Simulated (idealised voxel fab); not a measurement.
You're looking at the process module voxel wiring stack.
Pictured: cross-section cut, 180 nm wide, on a grid of 5 nm square cells.
We lay out every cross-section as a grid of square cells and spell it out in bands from the top down, where one band means one or more rows of cells. Look at the band entry: it leads with the top's height and the bottom's height in nm. Then it lists the materials left to right, with a width in nm for each. The word "full width" on a single material says that material fills the band edge to edge. The word "empty" is empty space. Height 0 is the level under which the wafer as received is all one material. The lowest band goes on downwards, as in "0 -> down". Note: "30->40" means the width goes from the first number (top row of the band) to the second number (bottom row) in equal steps per row of cells. Key: "remained unchanged" - step with no changed cell in the cross-section. Any empty space of 8 cells or more lacking an open way to the top shows up in "Voids lacking openings" as width x height at distance, distance from the left edge, in nm. after a step's settings: what the simulator itself notes on the step. For masked steps, "overlay nm" on the step line gives how far right of plan the mask actually lay; a minus sign means it lay to the left.

## These are the steps we planned for the process
- 1: RECEIVE, material Si
- 2: CONFORMAL_DEP, material SiO2, thk nm 10
- 3: CONFORMAL_DEP, material SiN, thk nm 5
- 4: DIRECTIONAL_DEP, material SiO2, thk nm 25
- 5: MASKED_ETCH, tone open, mask id METAL_1, width nm 30, pitch nm 55, etch materials SiO2, depth nm 25, overlay nm 0
- 6: MASKED_ETCH, tone open, mask id METAL_1, width nm 30, pitch nm 55, etch materials SiN, depth nm 5, overlay nm 0
- 7: CONFORMAL_DEP, material TiN, thk nm 5
- 8: FILL_DEP, material Cu, thk nm 5
- 9: CMP, height nm 40
- 10: CONFORMAL_DEP, material SiCN, thk nm 5
- 11: DIRECTIONAL_DEP, material lowk, thk nm 15
- 12: DIRECTIONAL_DEP, material aC, thk nm 15
- 13: PATTERN, tone open, mask id PLUG_1, material resist, width nm 15, thk nm 35, overlay nm 0
- 14: DIRECTIONAL_ETCH, etch materials aC, depth nm 15
- 15: STRIP, etch materials resist
- 16: DIRECTIONAL_ETCH, etch materials lowk, depth nm 15
- 17: DIRECTIONAL_ETCH, etch materials SiCN, depth nm 5
- 18: STRIP, etch materials aC
- 19: EPI, material Ru, thk nm 10
- 20: EPI, material Ru, thk nm 10
- 21: CONFORMAL_DEP, material SiCN, thk nm 5
- 22: DIRECTIONAL_DEP, material SiO2, thk nm 15
- 23: DIRECTIONAL_DEP, material aC, thk nm 15
- 24: PATTERN, tone open, mask id METAL_2, material resist, width nm 30, pitch nm 55, thk nm 35, overlay nm 0
- 25: DIRECTIONAL_ETCH, etch materials aC, depth nm 15
- 26: STRIP, etch materials resist
- 27: DIRECTIONAL_ETCH, etch materials SiO2, depth nm 15
- 28: DIRECTIONAL_ETCH, etch materials SiCN, depth nm 5
- 29: STRIP, etch materials aC
- 30: CONFORMAL_DEP, material TiN, thk nm 5
- 31: FILL_DEP, material W, thk nm 10
- 32: CMP, height nm 80
- 33: CONFORMAL_DEP, material SiCN, thk nm 5
- 34: DIRECTIONAL_DEP, material SiO2, thk nm 15
- 35: DIRECTIONAL_DEP, material aC, thk nm 15
- 36: PATTERN, tone open, mask id PLUG_2, material resist, width nm 15, pitch nm 55, thk nm 30, overlay nm -15
- 37: DIRECTIONAL_ETCH, etch materials aC, depth nm 15
- 38: STRIP, etch materials resist
- 39: DIRECTIONAL_ETCH, etch materials SiO2, depth nm 15
- 40: DIRECTIONAL_ETCH, etch materials SiCN, depth nm 5
- 41: STRIP, etch materials aC
- 42: CONFORMAL_DEP, material TiN, thk nm 5
- 43: FILL_DEP, material Ru, thk nm 5
- 44: CMP, height nm 100
- 45: DIRECTIONAL_DEP, material TiN, thk nm 5
- 46: DIRECTIONAL_DEP, material Ru, thk nm 25
- 47: MASKED_ETCH, tone cover, mask id METAL_3, width nm 30, pitch nm 55, etch materials Ru, depth nm 25, overlay nm 0
- 48: MASKED_ETCH, tone cover, mask id METAL_3, width nm 30, pitch nm 55, etch materials TiN, depth nm 5, overlay nm 0
- 49: CONFORMAL_DEP, material SiCN, thk nm 5
- 50: FILL_DEP, material SiO2, thk nm 5
- 51: CMP, height nm 130
- 52: CONFORMAL_DEP, material SiCN, thk nm 5
- 53: DIRECTIONAL_DEP, material lowk, thk nm 25
- 54: PATTERN, tone open, mask id METAL_4_HOLES, material resist, width nm 15, pitch nm 55, thk nm 15, overlay nm 0
- 55: DIRECTIONAL_ETCH, etch materials lowk, depth nm 25
- 56: STRIP, etch materials resist
- 57: MASKED_ETCH, tone open, mask id METAL_4, width nm 30, pitch nm 55, etch materials lowk, depth nm 15, overlay nm 0
- 58: MASKED_ETCH, tone open, mask id METAL_4, width nm 30, pitch nm 55, etch materials SiCN, depth nm 5, overlay nm 0
- 59: CONFORMAL_DEP, material TiN, thk nm 5
- 60: FILL_DEP, material Cu, thk nm 10
- 61: CMP, height nm 160
- 62: CONFORMAL_DEP, material SiCN, thk nm 5
For this document, wafers share an identical start and vary in the step 36 overlay nm; the plan quotes the first wafer's value.

## Step 1 complete: as-received cross-section of the first of several wafers
	0 -> down | Si full width
	Voids lacking openings: none

## First of several wafers, sectioned at end of module (last step: step 62)
	165 -> 160 | SiCN full width
	160 -> 150 | 45 lowk / 5 TiN / 20 Cu / 5 TiN / 25 lowk / 5 TiN / 20 Cu / 5 TiN / 50 lowk
	150 -> 145 | 45 lowk / 5 TiN / 5 Cu / 20 TiN / 25 lowk / 5 TiN / 5 Cu / 20 TiN / 50 lowk
	145 -> 135 | 45 lowk / 5 TiN / 5 Cu / 5 TiN / 40 lowk / 5 TiN / 5 Cu / 5 TiN / 65 lowk
	135 -> 130 | 45 SiCN / 15 TiN / 40 SiCN / 15 TiN / 65 SiCN
	130 -> 105 | 40 SiO2 / 5 SiCN / 30 Ru / 5 SiCN / 15 SiO2 / 5 SiCN / 30 Ru / 5 SiCN / 45 SiO2
	105 -> 100 | 45 SiCN / 30 TiN / 25 SiCN / 30 TiN / 50 SiCN
	100 -> 85 | 30 SiO2 / 5 TiN / 5 Ru / 5 TiN / 40 SiO2 / 5 TiN / 5 Ru / 5 TiN / 80 SiO2
	85 -> 80 | 30 SiCN / 15 TiN / 40 SiCN / 15 TiN / 80 SiCN
	80 -> 65 | 45 SiO2 / 5 TiN / 20 W / 5 TiN / 25 SiO2 / 5 TiN / 20 W / 5 TiN / 50 SiO2
	65 -> 60 | 45 SiCN / 30 TiN / 25 SiCN / 30 TiN / 50 SiCN
	60 -> 45 | 45 lowk / 15 Ru / 120 lowk
	45 -> 40 | 45 SiCN / 15 Ru / 120 SiCN
	40 -> 15 | 45 SiO2 / 5 TiN / 20 Cu / 5 TiN / 25 SiO2 / 5 TiN / 20 Cu / 5 TiN / 50 SiO2
	15 -> 10 | 45 SiN / 30 TiN / 25 SiN / 30 TiN / 50 SiN
	10 -> 0 | SiO2 full width
	0 -> down | Si full width
	Voids lacking openings: none

## Wafer cross-section (last wafer, module end)
	165 -> 160 | SiCN full width
	160 -> 150 | 45 lowk / 5 TiN / 20 Cu / 5 TiN / 25 lowk / 5 TiN / 20 Cu / 5 TiN / 50 lowk
	150 -> 145 | 45 lowk / 5 TiN / 5 Cu / 20 TiN / 25 lowk / 5 TiN / 5 Cu / 20 TiN / 50 lowk
	145 -> 135 | 45 lowk / 5 TiN / 5 Cu / 5 TiN / 40 lowk / 5 TiN / 5 Cu / 5 TiN / 65 lowk
	135 -> 130 | 45 SiCN / 15 TiN / 40 SiCN / 15 TiN / 65 SiCN
	130 -> 105 | 40 SiO2 / 5 SiCN / 30 Ru / 5 SiCN / 15 SiO2 / 5 SiCN / 30 Ru / 5 SiCN / 45 SiO2
	105 -> 100 | 45 SiCN / 30 TiN / 25 SiCN / 30 TiN / 50 SiCN
	100 -> 85 | 60 SiO2 / 5 TiN / 5 Ru / 5 TiN / 40 SiO2 / 5 TiN / 5 Ru / 5 TiN / 50 SiO2
	85 -> 80 | 60 SiCN / 15 TiN / 40 SiCN / 15 TiN / 50 SiCN
	80 -> 65 | 45 SiO2 / 5 TiN / 20 W / 5 TiN / 25 SiO2 / 5 TiN / 20 W / 5 TiN / 50 SiO2
	65 -> 60 | 45 SiCN / 30 TiN / 25 SiCN / 30 TiN / 50 SiCN
	60 -> 45 | 45 lowk / 15 Ru / 120 lowk
	45 -> 40 | 45 SiCN / 15 Ru / 120 SiCN
	40 -> 15 | 45 SiO2 / 5 TiN / 20 Cu / 5 TiN / 25 SiO2 / 5 TiN / 20 Cu / 5 TiN / 50 SiO2
	15 -> 10 | 45 SiN / 30 TiN / 25 SiN / 30 TiN / 50 SiN
	10 -> 0 | SiO2 full width
	0 -> down | Si full width
	Voids lacking openings: none

## Below, a row for every wafer. Read it as the end-of-module picture: for each material the wafer shows its cells gained (+) or lost (-) since it was received, and then its closed voids
overlay nm -15, +62 Cu, +78 Ru, +197 SiCN, +24 SiN, +454 SiO2, +118 TiN, +24 W, +231 lowk, Voids lacking openings: none
overlay nm -10, +62 Cu, +78 Ru, +197 SiCN, +24 SiN, +454 SiO2, +118 TiN, +24 W, +231 lowk, Voids lacking openings: none
overlay nm -5, +62 Cu, +78 Ru, +197 SiCN, +24 SiN, +454 SiO2, +118 TiN, +24 W, +231 lowk, Voids lacking openings: none
overlay nm 0, +62 Cu, +78 Ru, +197 SiCN, +24 SiN, +454 SiO2, +118 TiN, +24 W, +231 lowk, Voids lacking openings: none
overlay nm 5, +62 Cu, +78 Ru, +197 SiCN, +24 SiN, +454 SiO2, +118 TiN, +24 W, +231 lowk, Voids lacking openings: none
overlay nm 10, +62 Cu, +78 Ru, +197 SiCN, +24 SiN, +454 SiO2, +118 TiN, +24 W, +231 lowk, Voids lacking openings: none
overlay nm 15, +62 Cu, +78 Ru, +197 SiCN, +24 SiN, +454 SiO2, +118 TiN, +24 W, +231 lowk, Voids lacking openings: none
